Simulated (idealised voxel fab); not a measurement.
process module | voxel wiring stack
cross-section cut | 220 nm wide | cells 5 nm
A cross-section is a grid of square cells, given in bands from the top down. A band is one or more rows of cells.
Each band's line starts with the height of the band's top and of its bottom, in nm. Then come its materials from left to right, each with its width in nm. One material with "throughout" fills the band from edge to edge. "air" is empty space.
Height 0 is the level under which the wafer as received is all one material. The lowest band goes on downwards, as in "0 down".
A width such as "30 to 40" changes by the same amount from each row of cells to the next, from the band's top row to its bottom row.
"no change" after a step means that no cell of the cross-section changed.
closed voids: empty space of 8 cells or more with no open way to the top, each as width x height at its distance from the left edge, in nm
after a step's settings: what the simulator itself notes on the step
overlay nm, on a step with a mask: how far to the right of its planned place the mask lay; to the left if negative
plan
1 op RECEIVE | material Si
2 op CONFORMAL_DEP | material SiO2 | thk nm 15
3 op CONFORMAL_DEP | material SiN | thk nm 5
4 op DIRECTIONAL_DEP | material SiO2 | thk nm 25
5 op DIRECTIONAL_DEP | material aC | thk nm 15
6 op PATTERN | tone open | mask id METAL_1 | material resist | width nm 20 | pitch nm 45 | thk nm 35 | overlay nm 0
7 op DIRECTIONAL_ETCH | etch materials aC | depth nm 15
8 op STRIP | etch materials resist
9 op DIRECTIONAL_ETCH | etch materials SiO2 | depth nm 25
10 op DIRECTIONAL_ETCH | etch materials SiN | depth nm 5
11 op STRIP | etch materials aC
12 op CONFORMAL_DEP | material TiN | thk nm 5
13 op FILL_DEP | material Ru | thk nm 10
14 op CMP | height nm 45
15 op EPI | material Ru | thk nm 5
16 op FILL_DEP | material SiCN | thk nm 5
17 op DIRECTIONAL_DEP | material lowk | thk nm 10
18 op PATTERN | tone open | mask id PLUG_1 | material resist | width nm 15 | pitch nm 90 | thk nm 15 | overlay nm 0
19 op DIRECTIONAL_ETCH | etch materials lowk | depth nm 10
20 op DIRECTIONAL_ETCH | etch materials SiCN | depth nm 5
21 op STRIP | etch materials resist
22 op EPI | material Ru | thk nm 10
23 op EPI | material Ru | thk nm 5
24 op DIRECTIONAL_DEP | material TiN | thk nm 5
25 op DIRECTIONAL_DEP | material Ru | thk nm 20
26 op DIRECTIONAL_DEP | material aC | thk nm 10
27 op PATTERN | tone cover | mask id METAL_2 | material resist | width nm 20 | pitch nm 45 | thk nm 30 | overlay nm 0
28 op DIRECTIONAL_ETCH | etch materials aC | depth nm 10
29 op STRIP | etch materials resist
30 op DIRECTIONAL_ETCH | etch materials Ru | depth nm 20
31 op DIRECTIONAL_ETCH | etch materials TiN | depth nm 5
32 op STRIP | etch materials aC
33 op CONFORMAL_DEP | material SiN | thk nm 5
34 op FILL_DEP | material lowk | thk nm 10
35 op CMP | height nm 90
36 op CONFORMAL_DEP | material SiCN | thk nm 5
37 op DIRECTIONAL_DEP | material SiO2 | thk nm 10
38 op PATTERN | tone open | mask id PLUG_2 | material resist | width nm 15 | pitch nm 90 | thk nm 20 | overlay nm 0
39 op DIRECTIONAL_ETCH | etch materials SiO2 | depth nm 10
40 op DIRECTIONAL_ETCH | etch materials SiCN | depth nm 5
41 op STRIP | etch materials resist
42 op EPI | material Ru | thk nm 10
43 op EPI | material Ru | thk nm 5
44 op CONFORMAL_DEP | material SiCN | thk nm 5
45 op DIRECTIONAL_DEP | material lowk | thk nm 25
46 op MASKED_ETCH | tone open | mask id METAL_3 | width nm 20 | pitch nm 45 | etch materials lowk | depth nm 25 | overlay nm 0
47 op MASKED_ETCH | tone open | mask id METAL_3 | width nm 20 | pitch nm 45 | etch materials SiCN | depth nm 5 | overlay nm 0
48 op CONFORMAL_DEP | material TiN | thk nm 5
49 op FILL_DEP | material Ru | thk nm 5
50 op CMP | height nm 135
51 op CONFORMAL_DEP | material SiCN | thk nm 5
varied across the wafers: thk nm of step 44. The plan shows the first wafer's value. All wafers start alike
first wafer as received, after step 1
  0 down: Si throughout
  closed voids: none
first wafer at the end, after step 51
  140 to 135: SiCN throughout
  135 to 110: lowk 30 | TiN 5 | Ru 10 | TiN 5 | lowk 25 | TiN 5 | Ru 10 | TiN 5 | lowk 25 | TiN 5 | Ru 10 | TiN 5 | lowk 25 | TiN 5 | Ru 10 | TiN 5 | lowk 35
  110 to 105: SiCN 30 | TiN 20 | SiCN 25 | TiN 20 | SiCN 25 | TiN 20 | SiCN 25 | TiN 20 | SiCN 35
  105 to 95: SiO2 30 | Ru 15 | SiO2 75 | Ru 15 | SiO2 85
  95 to 90: SiCN 30 | Ru 15 | SiCN 75 | Ru 15 | SiCN 85
  90 to 70: lowk 25 | SiN 5 | Ru 20 | SiN 5 | lowk 15 | SiN 5 | Ru 20 | SiN 5 | lowk 15 | SiN 5 | Ru 20 | SiN 5 | lowk 15 | SiN 5 | Ru 20 | SiN 5 | lowk 30
  70 to 65: SiN 30 | TiN 20 | SiN 25 | TiN 20 | SiN 25 | TiN 20 | SiN 25 | TiN 20 | SiN 35
  65 to 55: lowk 30 | Ru 15 | lowk 75 | Ru 15 | lowk 85
  55 to 50: SiCN 30 | Ru 15 | SiCN 75 | Ru 15 | SiCN 85
  50 to 45: SiCN 25 | Ru 30 | SiCN 15 | Ru 30 | SiCN 15 | Ru 30 | SiCN 15 | Ru 30 | SiCN 30
  45 to 20: SiO2 30 | TiN 5 | Ru 10 | TiN 5 | SiO2 25 | TiN 5 | Ru 10 | TiN 5 | SiO2 25 | TiN 5 | Ru 10 | TiN 5 | SiO2 25 | TiN 5 | Ru 10 | TiN 5 | SiO2 35
  20 to 15: SiN 30 | TiN 20 | SiN 25 | TiN 20 | SiN 25 | TiN 20 | SiN 25 | TiN 20 | SiN 35
  15 to 0: SiO2 throughout
  0 down: Si throughout
  closed voids: none
last wafer at the end
  140 to 135: SiCN throughout
  135 to 125: lowk 30 | TiN 5 | Ru 10 | TiN 5 | lowk 25 | TiN 5 | Ru 10 | TiN 5 | lowk 25 | TiN 5 | Ru 10 | TiN 5 | lowk 25 | TiN 5 | Ru 10 | TiN 5 | lowk 35
  125 to 120: SiCN 30 | TiN 20 | SiCN 25 | TiN 20 | SiCN 25 | TiN 20 | SiCN 25 | TiN 20 | SiCN 35
  120 to 105: SiCN throughout
  105 to 95: SiO2 30 | Ru 15 | SiO2 75 | Ru 15 | SiO2 85
  95 to 90: SiCN 30 | Ru 15 | SiCN 75 | Ru 15 | SiCN 85
  90 to 70: lowk 25 | SiN 5 | Ru 20 | SiN 5 | lowk 15 | SiN 5 | Ru 20 | SiN 5 | lowk 15 | SiN 5 | Ru 20 | SiN 5 | lowk 15 | SiN 5 | Ru 20 | SiN 5 | lowk 30
  70 to 65: SiN 30 | TiN 20 | SiN 25 | TiN 20 | SiN 25 | TiN 20 | SiN 25 | TiN 20 | SiN 35
  65 to 55: lowk 30 | Ru 15 | lowk 75 | Ru 15 | lowk 85
  55 to 50: SiCN 30 | Ru 15 | SiCN 75 | Ru 15 | SiCN 85
  50 to 45: SiCN 25 | Ru 30 | SiCN 15 | Ru 30 | SiCN 15 | Ru 30 | SiCN 15 | Ru 30 | SiCN 30
  45 to 20: SiO2 30 | TiN 5 | Ru 10 | TiN 5 | SiO2 25 | TiN 5 | Ru 10 | TiN 5 | SiO2 25 | TiN 5 | Ru 10 | TiN 5 | SiO2 25 | TiN 5 | Ru 10 | TiN 5 | SiO2 35
  20 to 15: SiN 30 | TiN 20 | SiN 25 | TiN 20 | SiN 25 | TiN 20 | SiN 25 | TiN 20 | SiN 35
  15 to 0: SiO2 throughout
  0 down: Si throughout
  closed voids: none
each wafer at the end: cells of each material gained (+) or lost (-) since it was received, then its closed voids
thk nm 5 | +204 Ru | +168 SiCN | +88 SiN | +348 SiO2 | +128 TiN | +296 lowk | closed voids: none
thk nm 10 | +196 Ru | +212 SiCN | +88 SiN | +348 SiO2 | +120 TiN | +268 lowk | closed voids: none
thk nm 15 | +188 Ru | +256 SiCN | +88 SiN | +348 SiO2 | +112 TiN | +240 lowk | closed voids: none
thk nm 20 | +180 Ru | +300 SiCN | +88 SiN | +348 SiO2 | +104 TiN | +212 lowk | closed voids: none
